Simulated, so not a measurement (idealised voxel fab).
process module | voxel lift off
cross-section cut | 295 nm wide | cells 5 nm
A cross-section is a grid of square cells, given in bands from the top down. A band is one or more rows of cells.
Each band's line starts with the height of the band's top and of its bottom, in nm. Then come its materials from left to right, each with its width in nm. One material with "throughout" fills the band from edge to edge. "air" is empty space.
Height 0 is the level under which the wafer as received is all one material. The lowest band goes on downwards, as in "0 down".
A width such as "30 to 40" changes by the same amount from each row of cells to the next, from the band's top row to its bottom row.
"no change" after a step means that no cell of the cross-section changed.
closed voids: empty space of 8 cells or more with no open way to the top, each as width x height at its distance from the left edge, in nm
after a step's settings: what the simulator itself notes on the step
overlay nm, on a step with a mask: how far to the right of its planned place the mask lay; to the left if negative
plan
1 op RECEIVE | material Si
2 op CONFORMAL_DEP | material SiN | thk nm 10
3 op PATTERN | tone open | mask id LINES | material resist | width nm 25 | pitch nm 50 | thk nm 30 | overlay nm 0
4 op DIRECTIONAL_DEP | material Ru | thk nm 15
5 op STRIP | etch materials resist
6 op CONFORMAL_DEP | material SiN | thk nm 5
as received, after step 1
  0 down: Si throughout
  closed voids: none
first wafer at the end, as planned
  30 to 25: air 80 | SiN 35 | air 15 | SiN 35 | air 15 | SiN 35 | air 80
  25 to 15: air 80 | SiN 5 | Ru 25 | SiN 5 | air 15 | SiN 5 | Ru 25 | SiN 5 | air 15 | SiN 5 | Ru 25 | SiN 5 | air 80
  15 to 10: SiN 85 | Ru 25 | SiN 25 | Ru 25 | SiN 25 | Ru 25 | SiN 85
  10 to 0: SiN throughout
  0 down: Si throughout
  closed voids: none
second wafer at the end: like start, like plan, one mistake
  30 to 25: air 85 | SiN 30 | air 20 | SiN 30 | air 20 | SiN 30 | air 80
  25 to 15: air 85 | SiN 5 | Ru 20 | SiN 5 | air 20 | SiN 5 | Ru 20 | SiN 5 | air 20 | SiN 5 | Ru 20 | SiN 5 | air 80
  15 to 10: SiN 90 | Ru 20 | SiN 30 | Ru 20 | SiN 30 | Ru 20 | SiN 85
  10 to 0: SiN throughout
  0 down: Si throughout
  closed voids: none
what went wrong: step 3 ran as: op PATTERN | tone open | mask id LINES | material resist | width nm 20 | pitch nm 50 | thk nm 30 | overlay nm 0
at the end the second wafer has, in cells: 9 fewer of Ru
